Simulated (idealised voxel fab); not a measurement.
Name of the process module below: voxel lift off
Pictured: cross-section cut, 275 nm wide, on a grid of 5 nm square cells.
Reading order for cross-sections: top band down to bottom band. Underlying form: a grid of square cells. Band size: one or more rows of cells.
Band: top height; bottom height; in nm. Then, left to right: material with width in nm, for each material. "all across": a single material spanning edge to edge. "empty": empty space.
We count height from 0. Below that, the starting wafer is all one material. The lowest band never ends at the bottom but goes on down; see "0 nm and below" for how that is written.
Quick explanation for "30->40": the width changes in equal steps down the rows of cells, from the first number in the band's top row to the second number in its bottom row.
Step note "no change occurred" = no cross-section cell changed.
Under "Entrapped voids" you'll find the enclosed gaps, the ones with no way out to the top, that are 8 cells or bigger; each reads width x height at distance, with distance counted from the left edge, everything in nm.
Text after the settings on a step's line: the simulator's own remark on that step.
Each step line may optionally specify "overlay nm", which for a step with a mask gives the rightward distance between the mask's planned place and where it lay, a negative value indicating the leftward direction.

## Process steps (planned)
1,RECEIVE | material Si
2,CONFORMAL_DEP | material Al2O3 | thk nm 15
3,PATTERN | tone open | mask id LINES | material resist | width nm 30 | pitch nm 45 | thk nm 25 | overlay nm 0
4,DIRECTIONAL_DEP | material Ru | thk nm 5
5,STRIP | etch materials resist
6,CONFORMAL_DEP | material SiN | thk nm 10
Heads up: all these wafers start the same, and what changes between them is the thk nm in step 4. The value you see in the plan is just what the first wafer got.

## The first of several wafers, as received after step 1, seen in section
	0 nm and below = Si all across
	Entrapped voids: none

## End of module, by wafer: material-by-material cell gain (+) or loss (-) since receipt, then closed voids
thk nm 5; +165 Al2O3; +18 Ru; +120 SiN; Entrapped voids: none
thk nm 10; +165 Al2O3; +36 Ru; +130 SiN; Entrapped voids: none
thk nm 15; +165 Al2O3; +54 Ru; +140 SiN; Entrapped voids: none
thk nm 20; +165 Al2O3; +72 Ru; +150 SiN; Entrapped voids: none
